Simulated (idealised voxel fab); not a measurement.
process module | voxel ribs on slabs
cross-section cut | 250 nm wide | cells 5 nm
A cross-section is a grid of square cells, given in bands from the top down. A band is one or more rows of cells.
Each band's line starts with the height of the band's top and of its bottom, in nm. Then come its materials from left to right, each with its width in nm. One material with "throughout" fills the band from edge to edge. "air" is empty space.
Height 0 is the level under which the wafer as received is all one material. The lowest band goes on downwards, as in "0 down".
A width such as "30 to 40" changes by the same amount from each row of cells to the next, from the band's top row to its bottom row.
"no change" after a step means that no cell of the cross-section changed.
closed voids: empty space of 8 cells or more with no open way to the top, each as width x height at its distance from the left edge, in nm
after a step's settings: what the simulator itself notes on the step
overlay nm, on a step with a mask: how far to the right of its planned place the mask lay; to the left if negative
plan
1 op RECEIVE | material Si
2 op DIRECTIONAL_DEP | material SiO2 | thk nm 20
3 op DIRECTIONAL_DEP | material polySi | thk nm 10
4 op MASKED_ETCH | tone cover | mask id RIB | width nm 20 | etch materials polySi | depth nm 5 | overlay nm 0
5 op DIRECTIONAL_DEP | material aC | thk nm 10
6 op PATTERN | tone cover | mask id SLAB | material resist | width nm 80 | thk nm 30 | overlay nm 0
7 op DIRECTIONAL_ETCH | etch materials aC | depth nm 10
8 op STRIP | etch materials resist
9 op DIRECTIONAL_ETCH | etch materials polySi | depth nm 15
10 op STRIP | etch materials aC
11 op FILL_DEP | material SiO2 | thk nm 30
12 op CMP | height nm 60
13 op DIRECTIONAL_DEP | material W | thk nm 5
14 op MASKED_ETCH | tone cover | mask id HEATER | width nm 30 | etch materials W | depth nm 5 | overlay nm 0
15 op CONFORMAL_DEP | material SiN | thk nm 10
varied across the wafers: thk nm of step 3. The plan shows the first wafer's value. All wafers start alike
first wafer as received, after step 1
  0 down: Si throughout
  closed voids: none
each wafer at the end: cells of each material gained (+) or lost (-) since it was received, then its closed voids
thk nm 10 | +104 SiN | +580 SiO2 | +6 W | +20 polySi | closed voids: none
thk nm 15 | +104 SiN | +564 SiO2 | +6 W | +36 polySi | closed voids: none
thk nm 20 | +104 SiN | +548 SiO2 | +6 W | +52 polySi | closed voids: none
thk nm 25 | +104 SiN | +498 SiO2 | +6 W | +102 polySi | closed voids: none
thk nm 30 | +104 SiN | +448 SiO2 | +6 W | +152 polySi | closed voids: none
thk nm 35 | +104 SiN | +398 SiO2 | +6 W | +202 polySi | closed voids: none
